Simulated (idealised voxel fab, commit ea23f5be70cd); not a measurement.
Proc. module: voxel gate over fins
280 nm wide, 5 nm square cells: that's cross-section cut.
A cross-section is written here as square cells arranged in a grid, and it is given in bands from the top down, each band taking up one or more rows of cells. Basically the band line says how high the top is and how high the bottom is, in nm, and then what's in it from left to right, every material with its width in nm. Empty space shows up as "empty", and if a single material carries "full width" it runs the full band edge to edge. Heights from 0 (as-received wafer is one material below). Bottom band endless downward, as "0 -> down". A two-number width, for instance "30..40", indicates that the width is equal to the first number in the top row of the band and to the second number in the bottom row, and that it changes by a constant amount per row of cells. What does "identical to before" mean for a step? It means no cell of the cross-section changed in that step. The list in "Closed void catalog" covers empty spaces of 8 cells or more that cannot reach the top through any open way, and it gives each as width x height at distance; the distance is from the left edge, and width, height and distance are in nm. Text after the settings on a step's line: the simulator's own remark on that step. For masked steps, "overlay nm" on the step line gives how far right of plan the mask actually lay; a minus sign means it lay to the left.

# Planned step list for the process
1. RECEIVE [material Si]
2. CONFORMAL_DEP [material SiN] [thk nm 10]
3. MASKED_ETCH [tone cover] [mask id FINS] [width nm 15] [pitch nm 55] [etch materials SiN] [depth nm 10] [overlay nm 0]
4. MASKED_ETCH [tone cover] [mask id FINS] [width nm 15] [pitch nm 55] [etch materials Si] [depth nm 40] [overlay nm 0]
5. FILL_DEP [material SiO2] [thk nm 15]
6. CMP [height nm 10]
7. DIRECTIONAL_DEP [material aC] [thk nm 10]
8. PATTERN [tone open] [mask id RAIL] [material resist] [width nm 15] [thk nm 25] [overlay nm 0]
9. DIRECTIONAL_ETCH [etch materials aC] [depth nm 10]
10. STRIP [etch materials resist]
11. DIRECTIONAL_ETCH [etch materials SiO2] [depth nm 45]
12. STRIP [etch materials aC]
13. CONFORMAL_DEP [material TiN] [thk nm 5]
14. FILL_DEP [material Ru] [thk nm 5]
15. CMP [height nm 10]
16. SELECTIVE_ETCH [etch materials W Ru TiN] [depth nm 30]
17. FILL_DEP [material SiO2] [thk nm 5]
18. CMP [height nm 0]
19. SELECTIVE_ETCH [etch materials SiO2] [depth nm 25]
20. STRIP [etch materials SiN]
21. CONFORMAL_DEP [material HfO2] [thk nm 5]
22. CONFORMAL_DEP [material TiN] [thk nm 5]
23. CONFORMAL_DEP [material TiAl] [thk nm 5]
24. CONFORMAL_DEP [material TiN] [thk nm 5]
25. FILL_DEP [material W] [thk nm 15]
26. CMP [height nm 30]
27. CONFORMAL_DEP [material SiN] [thk nm 10]
Quick note for whoever runs this: the wafers start identical, but the height nm at step 18 isn't the same across them. The plan just shows what the first wafer had.

# The as-received cross-section of the first of several wafers corresponds to the state after step 1
> 0 -> down = Si full width
> Closed void catalog: none

# Where each wafer stands at the end of the module, a row apiece: cells of each material gained (+) or lost (-) since it was received, then closed voids
height nm 0 | +98 HfO2 | +2 Ru | -352 Si | +112 SiN | +126 SiO2 | +94 TiAl | +196 TiN | +172 W | Closed void catalog: none
height nm 5 | +88 HfO2 | +2 Ru | -352 Si | +112 SiN | +167 SiO2 | +88 TiAl | +183 TiN | +160 W | Closed void catalog: none
height nm 10 | +80 HfO2 | +2 Ru | -352 Si | +112 SiN | +211 SiO2 | +80 TiAl | +167 TiN | +148 W | Closed void catalog: none
height nm 15 | +72 HfO2 | +2 Ru | -352 Si | +112 SiN | +255 SiO2 | +72 TiAl | +151 TiN | +136 W | Closed void catalog: none
